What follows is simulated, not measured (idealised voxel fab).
process module | voxel ribs on slabs
cross-section cut | 140 nm wide | cells 5 nm
A cross-section is a grid of square cells, given in bands from the top down. A band is one or more rows of cells.
Each band's line starts with the height of the band's top and of its bottom, in nm. Then come its materials from left to right, each with its width in nm. One material with "throughout" fills the band from edge to edge. "air" is empty space.
Height 0 is the level under which the wafer as received is all one material. The lowest band goes on downwards, as in "0 down".
A width such as "30 to 40" changes by the same amount from each row of cells to the next, from the band's top row to its bottom row.
"no change" after a step means that no cell of the cross-section changed.
closed voids: empty space of 8 cells or more with no open way to the top, each as width x height at its distance from the left edge, in nm
after a step's settings: what the simulator itself notes on the step
overlay nm, on a step with a mask: how far to the right of its planned place the mask lay; to the left if negative
plan
1 op RECEIVE | material Si
2 op DIRECTIONAL_DEP | material SiO2 | thk nm 25
3 op DIRECTIONAL_DEP | material polySi | thk nm 15
4 op DIRECTIONAL_DEP | material aC | thk nm 10
5 op PATTERN | tone cover | mask id RIB | material resist | width nm 25 | thk nm 30 | overlay nm 0
6 op DIRECTIONAL_ETCH | etch materials aC | depth nm 10
7 op STRIP | etch materials resist
8 op DIRECTIONAL_ETCH | etch materials polySi | depth nm 10
9 op STRIP | etch materials aC
10 op DIRECTIONAL_DEP | material aC | thk nm 10
11 op PATTERN | tone cover | mask id SLAB | material resist | width nm 65 | thk nm 30 | overlay nm 0
12 op DIRECTIONAL_ETCH | etch materials aC | depth nm 10
13 op STRIP | etch materials resist
14 op DIRECTIONAL_ETCH | etch materials polySi | depth nm 5
15 op STRIP | etch materials aC
16 op FILL_DEP | material SiO2 | thk nm 25
17 op CMP | height nm 60
18 op DIRECTIONAL_DEP | material TiN | thk nm 10
19 op DIRECTIONAL_DEP | material aC | thk nm 10
20 op PATTERN | tone cover | mask id HEATER | material resist | width nm 35 | thk nm 25 | overlay nm 0
21 op DIRECTIONAL_ETCH | etch materials aC | depth nm 10
22 op STRIP | etch materials resist
23 op DIRECTIONAL_ETCH | etch materials TiN | depth nm 10
24 op STRIP | etch materials aC
25 op CONFORMAL_DEP | material SiO2 | thk nm 10
as received, after step 1
  0 down: Si throughout
  closed voids: none
first wafer at the end, as planned
  80 to 70: air 40 | SiO2 55 | air 45
  70 to 60: SiO2 50 | TiN 35 | SiO2 55
  60 to 40: SiO2 throughout
  40 to 30: SiO2 55 | polySi 25 | SiO2 60
  30 to 25: SiO2 35 | polySi 65 | SiO2 40
  25 to 0: SiO2 throughout
  0 down: Si throughout
  closed voids: none
second wafer at the end: like start, like plan, one mistake
  80 to 70: air 40 | SiO2 55 | air 45
  70 to 60: SiO2 50 | TiN 35 | SiO2 55
  60 to 15: SiO2 throughout
  15 to 0: polySi throughout
  0 down: Si throughout
  closed voids: none
what went wrong: steps 2 and 3 were swapped
at the end the second wafer has, in cells: 61 fewer of SiO2 | 61 more of polySi
